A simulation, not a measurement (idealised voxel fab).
Process module heading - voxel plated lines
Cross-section cut: width 265 nm, square cells of 5 nm.
In what follows, cross-sections appear as grids of square cells, described through bands that run from the top down, where every band is one or more rows of cells.
Band entry format. Leading values: height of top, height of bottom, nm. Remainder: materials in left-to-right order, each with its width in nm. Special words: "all across" on a single material, which then fills the band edge to edge; "blank", empty space.
Height is counted from the level 0, under which the received wafer is composed throughout of one material. The lowest of the bands is not closed at the bottom but continues downward, in the notation "0 and below".
Read "30 to 40" as a graded width: first number on top, second number at the bottom, same change between each pair of neighbouring rows.
A step reported as "identical to before" is a step in which no cell of the cross-section changed.
Reported under the label "Completely sealed voids" are the empty spaces having no open way to the top and comprising 8 cells or more; the notation for each is width x height at distance, in which the distance is measured from the left edge and all three values are in nm.
Text after the settings on a step's line: the simulator's own remark on that step.
Regarding "overlay nm": on a step with a mask, it is the distance the mask lay to the right of its planned place; a negative value places it to the left.
**Steps in the process plan**
1,RECEIVE with material Si
2,CONFORMAL_DEP with material SiO2, thk nm 5
3,DIRECTIONAL_DEP with material TiN, thk nm 5
4,PATTERN with tone open, mask id LINES, material resist, width nm 30, pitch nm 60, thk nm 30, overlay nm 0
5,EPI with material Ru, thk nm 10
6,EPI with material Ru, thk nm 10
7,STRIP with etch materials resist
8,DIRECTIONAL_ETCH with etch materials TiN, depth nm 5
9,CONFORMAL_DEP with material SiO2, thk nm 5
Wafer-to-wafer difference: thk nm, step 9. Common start. Plan = first wafer's value.
**Cross-section of the first of several wafers as received (after step 1)**
	0 and below | Si all across
	Completely sealed voids: none
**Shown in cross-section: the first of several wafers at the end of the module, after its last step, step 9**
	35 down to 30 | 80 blank  40 SiO2  20 blank  40 SiO2  85 blank
	30 down to 10 | 80 blank  5 SiO2  30 Ru  5 SiO2  20 blank  5 SiO2  30 Ru  5 SiO2  85 blank
	10 down to 5 | 85 SiO2  30 TiN  30 SiO2  30 TiN  90 SiO2
	5 down to 0 | SiO2 all across
	0 and below | Si all across
	Completely sealed voids: none
**End of module: cross-section, last of several wafers**
	55 down to 30 | 60 blank  140 SiO2  65 blank
	30 down to 10 | 85 SiO2  30 Ru  30 SiO2  30 Ru  90 SiO2
	10 down to 5 | 85 SiO2  30 TiN  30 SiO2  30 TiN  90 SiO2
	5 down to 0 | SiO2 all across
	0 and below | Si all across
	Completely sealed voids: none
**Table: wafers, a row each; end-of-module cell change per material since receipt, gain (+), loss (-); then closed voids**
thk nm 5 | +48 Ru | +126 SiO2 | +12 TiN | Completely sealed voids: none
thk nm 10 | +48 Ru | +199 SiO2 | +12 TiN | Completely sealed voids: none
thk nm 15 | +48 Ru | +272 SiO2 | +12 TiN | Completely sealed voids: none
thk nm 20 | +48 Ru | +335 SiO2 | +12 TiN | Completely sealed voids: none
thk nm 25 | +48 Ru | +398 SiO2 | +12 TiN | Completely sealed voids: none
